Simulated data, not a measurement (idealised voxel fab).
The following is a process module called voxel gate over fins.
Cross-sectional view cut (width: 260 nm; square cell size: 5 nm).
This document writes a cross-section as a grid whose cells are square, and gives it as bands, listed from the top down; one or more rows of cells form a band. A band entry consists of two parts. The first gives the height of the band's top and the height of its bottom, in nm. The rest lists the band's materials from left to right, each with its width in nm. A single material labelled with the word "all across" fills the band from edge to edge, and the word "empty" marks empty space. Where do heights start? At 0: under that level the wafer as delivered is made of one material only. And the lowest band has no floor; it just carries on downward, as in "0 nm and below". With a width like "30..40", each row of cells in the band differs from the next by the same amount, the top row carrying the first number and the bottom row the second. The designation "remained the same", where it is given for a processing step, indicates that no cell of the cross-section was altered in the course of that step. This entry, "Sealed void listing", enumerates those empty regions of no fewer than 8 cells that possess no open connection to the top. Each region is reported in the form width x height at distance, the distance being taken from the left edge, with all three quantities expressed in nm. What comes after the settings on a step's line is commentary from the simulator itself on that step. What "overlay nm" on a step's line means: if the step has a mask, that mask lay this far to the right of its planned place, or, when the value is negative, to the left.
The following list gives the planned process steps
1. RECEIVE, material Si
2. CONFORMAL_DEP, material SiN, thk nm 10
3. MASKED_ETCH, tone cover, mask id FINS, width nm 15, pitch nm 45, etch materials SiN, depth nm 10, overlay nm 0
4. MASKED_ETCH, tone cover, mask id FINS, width nm 15, pitch nm 45, etch materials Si, depth nm 35, overlay nm 0
5. OXIDIZE, depth nm 5
6. FILL_DEP, material SiO2, thk nm 15
7. CMP, height nm 10
8. SELECTIVE_ETCH, etch materials SiO2, depth nm 20
9. STRIP, etch materials SiN
10. CONFORMAL_DEP, material HfO2, thk nm 5
11. CONFORMAL_DEP, material TiN, thk nm 5
12. CONFORMAL_DEP, material TiAl, thk nm 5
13. CONFORMAL_DEP, material TiN, thk nm 5
14. FILL_DEP, material W, thk nm 15
15. CMP, height nm 30
16. CONFORMAL_DEP, material SiN, thk nm 10
Incoming wafer in cross-section (state: after step 1)
    0 nm and below  Si all across
    Sealed void listing: none
Starting structure and process plan are as shown above, but one mistake was made in running the module; the wafer cross-section at the end of the module follows
    40 nm to 30 nm  SiN all across
    30 nm to 20 nm  W all across
    20 nm to 15 nm  60 nm W / 135 nm TiN / 65 nm W
    15 nm to 10 nm  60 nm W / 5 nm TiN / 35 nm TiAl / 10 nm TiN / 35 nm TiAl / 10 nm TiN / 35 nm TiAl / 5 nm TiN / 65 nm W
    10 nm to 5 nm  65 nm TiN / 5 nm TiAl / 25 nm TiN / 5 nm TiAl / 10 nm TiN / 5 nm TiAl / 25 nm TiN / 5 nm TiAl / 10 nm TiN / 5 nm TiAl / 25 nm TiN / 5 nm TiAl / 70 nm TiN
    5 nm to 0 nm  70 nm TiAl / 5 nm TiN / 15 nm HfO2 / 5 nm TiN / 5 nm TiAl / 10 nm TiN / 5 nm TiAl / 5 nm TiN / 15 nm HfO2 / 5 nm TiN / 5 nm TiAl / 10 nm TiN / 5 nm TiAl / 5 nm TiN / 15 nm HfO2 / 5 nm TiN / 75 nm TiAl
    0 nm to -5 nm  65 nm TiN / 5 nm TiAl / 5 nm TiN / 5 nm HfO2 / 5 nm Si / 5 nm HfO2 / 5 nm TiN / 5 nm TiAl / 10 nm TiN / 5 nm TiAl / 5 nm TiN / 5 nm HfO2 / 5 nm Si / 5 nm HfO2 / 5 nm TiN / 5 nm TiAl / 10 nm TiN / 5 nm TiAl / 5 nm TiN / 5 nm HfO2 / 5 nm Si / 5 nm HfO2 / 5 nm TiN / 5 nm TiAl / 70 nm TiN
    -5 nm to -10 nm  60 nm HfO2 / 5 nm TiN / 5 nm TiAl / 5 nm TiN / 5 nm HfO2 / 5 nm Si / 5 nm HfO2 / 5 nm TiN / 20 nm TiAl / 5 nm TiN / 5 nm HfO2 / 5 nm Si / 5 nm HfO2 / 5 nm TiN / 20 nm TiAl / 5 nm TiN / 5 nm HfO2 / 5 nm Si / 5 nm HfO2 / 5 nm TiN / 5 nm TiAl / 5 nm TiN / 65 nm HfO2
    -10 nm to -15 nm  55 nm SiO2 / 5 nm HfO2 / 15 nm TiN / 5 nm HfO2 / 5 nm Si / 5 nm HfO2 / 30 nm TiN / 5 nm HfO2 / 5 nm Si / 5 nm HfO2 / 30 nm TiN / 5 nm HfO2 / 5 nm Si / 5 nm HfO2 / 15 nm TiN / 5 nm HfO2 / 60 nm SiO2
    -15 nm to -20 nm  55 nm SiO2 / 25 nm HfO2 / 5 nm Si / 40 nm HfO2 / 5 nm Si / 40 nm HfO2 / 5 nm Si / 25 nm HfO2 / 60 nm SiO2
    -20 nm to -40 nm  80 nm SiO2 / 5 nm Si / 40 nm SiO2 / 5 nm Si / 40 nm SiO2 / 5 nm Si / 85 nm SiO2
    -40 nm and below  Si all across
    Sealed void listing: none
Heads up, the wafer didn't run the way we planned it: order of steps 8 and 9 inverted relative to the plan
